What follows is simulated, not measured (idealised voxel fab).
process module | voxel tone inversion
cross-section cut | 140 nm wide | cells 5 nm
A cross-section is a grid of square cells, given in bands from the top down. A band is one or more rows of cells.
Each band's line starts with the height of the band's top and of its bottom, in nm. Then come its materials from left to right, each with its width in nm. One material with "throughout" fills the band from edge to edge. "air" is empty space.
Height 0 is the level under which the wafer as received is all one material. The lowest band goes on downwards, as in "0 down".
A width such as "30 to 40" changes by the same amount from each row of cells to the next, from the band's top row to its bottom row.
"no change" after a step means that no cell of the cross-section changed.
closed voids: empty space of 8 cells or more with no open way to the top, each as width x height at its distance from the left edge, in nm
after a step's settings: what the simulator itself notes on the step
overlay nm, on a step with a mask: how far to the right of its planned place the mask lay; to the left if negative
plan
1 op RECEIVE | material Si
2 op CONFORMAL_DEP | material SiCN | thk nm 10
3 op DIRECTIONAL_DEP | material polySi | thk nm 15
4 op PATTERN | tone cover | mask id POSTS | material resist | width nm 20 | pitch nm 50 | thk nm 25 | overlay nm 0
5 op DIRECTIONAL_ETCH | etch materials polySi | depth nm 15
6 op STRIP | etch materials resist
7 op FILL_DEP | material SiO2 | thk nm 5
8 op CMP | height nm 25
9 op STRIP | etch materials polySi
first wafer, as planned
as received, after step 1
  0 down: Si throughout
  closed voids: none
after step 2
  10 to 0: SiCN throughout
  below 0: unchanged
after step 3
  25 to 10: polySi throughout
  below 10: unchanged
after step 4
  50 to 25: air 35 | resist 20 | air 30 | resist 20 | air 35
  below 25: unchanged
after step 5
  50 to 25: air 35 | resist 20 | air 30 | resist 20 | air 35
  25 to 10: air 35 | polySi 20 | air 30 | polySi 20 | air 35
  below 10: unchanged
after step 6
  25 to 10: air 35 | polySi 20 | air 30 | polySi 20 | air 35
  below 10: unchanged
after step 7
  30 to 25: SiO2 throughout
  25 to 10: SiO2 35 | polySi 20 | SiO2 30 | polySi 20 | SiO2 35
  below 10: unchanged
after step 8
  25 to 10: SiO2 35 | polySi 20 | SiO2 30 | polySi 20 | SiO2 35
  below 10: unchanged
after step 9
  25 to 10: SiO2 35 | air 20 | SiO2 30 | air 20 | SiO2 35
  below 10: unchanged
second wafer: like start, like plan, one mistake. Through step 1 it matches the first wafer
when step 2 should have ended
  10 to 0: SiO2 throughout
  below 0: unchanged
when step 3 should have ended
  25 to 10: polySi throughout
  below 10: unchanged
when step 4 should have ended
  50 to 25: air 35 | resist 20 | air 30 | resist 20 | air 35
  below 25: unchanged
when step 5 should have ended
  50 to 25: air 35 | resist 20 | air 30 | resist 20 | air 35
  25 to 10: air 35 | polySi 20 | air 30 | polySi 20 | air 35
  below 10: unchanged
when step 6 should have ended
  25 to 10: air 35 | polySi 20 | air 30 | polySi 20 | air 35
  below 10: unchanged
when step 7 should have ended
  30 to 25: SiO2 throughout
  25 to 10: SiO2 35 | polySi 20 | SiO2 30 | polySi 20 | SiO2 35
  below 10: unchanged
when step 8 should have ended
  25 to 10: SiO2 35 | polySi 20 | SiO2 30 | polySi 20 | SiO2 35
  below 10: unchanged
when step 9 should have ended
  25 to 10: SiO2 35 | air 20 | SiO2 30 | air 20 | SiO2 35
  below 10: unchanged
what went wrong: step 2 ran as: op CONFORMAL_DEP | material SiO2 | thk nm 10
at the end the second wafer has, in cells: 56 fewer of SiCN | 56 more of SiO2
